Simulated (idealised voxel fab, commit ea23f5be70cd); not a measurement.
process module | voxel quadruple lines
cross-section cut | 275 nm wide | cells 5 nm
A cross-section is a grid of square cells, given in bands from the top down. A band is one or more rows of cells.
Each band's line starts with the height of the band's top and of its bottom, in nm. Then come its materials from left to right, each with its width in nm. One material with "throughout" fills the band from edge to edge. "air" is empty space.
Height 0 is the level under which the wafer as received is all one material. The lowest band goes on downwards, as in "0 down".
A width such as "30 to 40" changes by the same amount from each row of cells to the next, from the band's top row to its bottom row.
"no change" after a step means that no cell of the cross-section changed.
closed voids: empty space of 8 cells or more with no open way to the top, each as width x height at its distance from the left edge, in nm
after a step's settings: what the simulator itself notes on the step
overlay nm, on a step with a mask: how far to the right of its planned place the mask lay; to the left if negative
plan
1 op RECEIVE | material Si
2 op CONFORMAL_DEP | material SiO2 | thk nm 10
3 op DIRECTIONAL_DEP | material Ru | thk nm 10
4 op DIRECTIONAL_DEP | material polySi | thk nm 15
5 op DIRECTIONAL_DEP | material aC | thk nm 25
6 op PATTERN | tone cover | mask id MANDREL | material resist | width nm 25 | thk nm 35 | overlay nm 0
7 op DIRECTIONAL_ETCH | etch materials aC | depth nm 25
8 op STRIP | etch materials resist
9 op CONFORMAL_DEP | material SiO2 | thk nm 15
10 op DIRECTIONAL_ETCH | etch materials SiO2 | depth nm 15
11 op STRIP | etch materials aC
12 op DIRECTIONAL_ETCH | etch materials polySi | depth nm 15
13 op STRIP | etch materials SiO2
14 op CONFORMAL_DEP | material SiCN | thk nm 5
15 op DIRECTIONAL_ETCH | etch materials SiCN | depth nm 5
16 op STRIP | etch materials polySi
17 op DIRECTIONAL_ETCH | etch materials Ru | depth nm 10
18 op STRIP | etch materials SiCN
as received, after step 1
  0 down: Si throughout
  closed voids: none
first wafer at the end, as planned
  20 to 10: air 105 | Ru 5 | air 15 | Ru 5 | air 15 | Ru 5 | air 15 | Ru 5 | air 105
  10 to 0: SiO2 throughout
  0 down: Si throughout
  closed voids: none
second wafer at the end: like start, like plan, one mistake
  20 to 10: air 105 | Ru 25 | air 15 | Ru 25 | air 105
  10 to 0: SiO2 throughout
  0 down: Si throughout
  closed voids: none
what went wrong: steps 16 and 17 were swapped
at the end the second wafer has, in cells: 12 more of Ru
